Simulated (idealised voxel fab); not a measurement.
Process module in this document: voxel tone inversion
Section shown: cut. Width: 260 nm. Cell size: 5 nm, square.
Cross-section spec: square-cell grid; bands listed top down; each band is one or more rows. Heads up on the band format: heights come first, top then bottom, in nm. After that it's the materials left to right, each with its width in nm. A single material flagged "everywhere" fills the whole band edge to edge, and "air" means there's empty space there. Height datum 0, below which the as-received substrate wafer is one material. Lowest band open at the bottom, running downward: "0..down". A width such as "30 to 40" changes by the same amount from each row of cells to the next, from the band's top row to its bottom row. Step marked "nothing got changed"? Then no cell in the cross-section changed in it. Look at "Catalogued sealed voids" for the closed voids: empty spaces with no open path to the top, sized 8 cells or up. Each is width x height at distance, distance from the left edge, all nm. Text after the settings on a step's line: the simulator's own remark on that step. If you see "overlay nm" on a step's line and that step has a mask, it's telling you how far right of where it was planned the mask ended up; a negative number means it went left instead.
# The steps planned for the process are as follows
1,RECEIVE [material Si]
2,CONFORMAL_DEP [material SiCN] [thk nm 10]
3,DIRECTIONAL_DEP [material aC] [thk nm 20]
4,PATTERN [tone cover] [mask id POSTS] [material resist] [width nm 20] [pitch nm 45] [thk nm 30] [overlay nm -15]
5,DIRECTIONAL_ETCH [etch materials aC] [depth nm 20]
6,STRIP [etch materials resist]
7,FILL_DEP [material lowk] [thk nm 10]
8,CMP [height nm 30]
9,STRIP [etch materials aC]
10,CONFORMAL_DEP [material TiN] [thk nm 5]
11,FILL_DEP [material Cu] [thk nm 5]
12,CMP [height nm 30]
13,CONFORMAL_DEP [material SiN] [thk nm 5]
Keep in mind the plan's value for the overlay nm of step 4 comes from the first wafer; the wafers don't share that setting, but they do share the same starting point.
# Cut through the first of several wafers as received, post step 1
0..down  Si everywhere
Catalogued sealed voids: none
# Each row below is a wafer at the end of the module, listing for every material the number of cells it has gained (+) or lost (-) since it was received, followed by its closed voids
overlay nm -15; +18 Cu; +104 SiCN; +52 SiN; +30 TiN; +160 lowk; Catalogued sealed voids: none
overlay nm -10; +18 Cu; +104 SiCN; +52 SiN; +30 TiN; +160 lowk; Catalogued sealed voids: none
overlay nm -5; +18 Cu; +104 SiCN; +52 SiN; +30 TiN; +160 lowk; Catalogued sealed voids: none
overlay nm 0; +18 Cu; +104 SiCN; +52 SiN; +30 TiN; +160 lowk; Catalogued sealed voids: none
overlay nm 5; +18 Cu; +104 SiCN; +52 SiN; +30 TiN; +160 lowk; Catalogued sealed voids: none
overlay nm 10; +18 Cu; +104 SiCN; +52 SiN; +30 TiN; +160 lowk; Catalogued sealed voids: none
overlay nm 15; +18 Cu; +104 SiCN; +52 SiN; +30 TiN; +160 lowk; Catalogued sealed voids: none
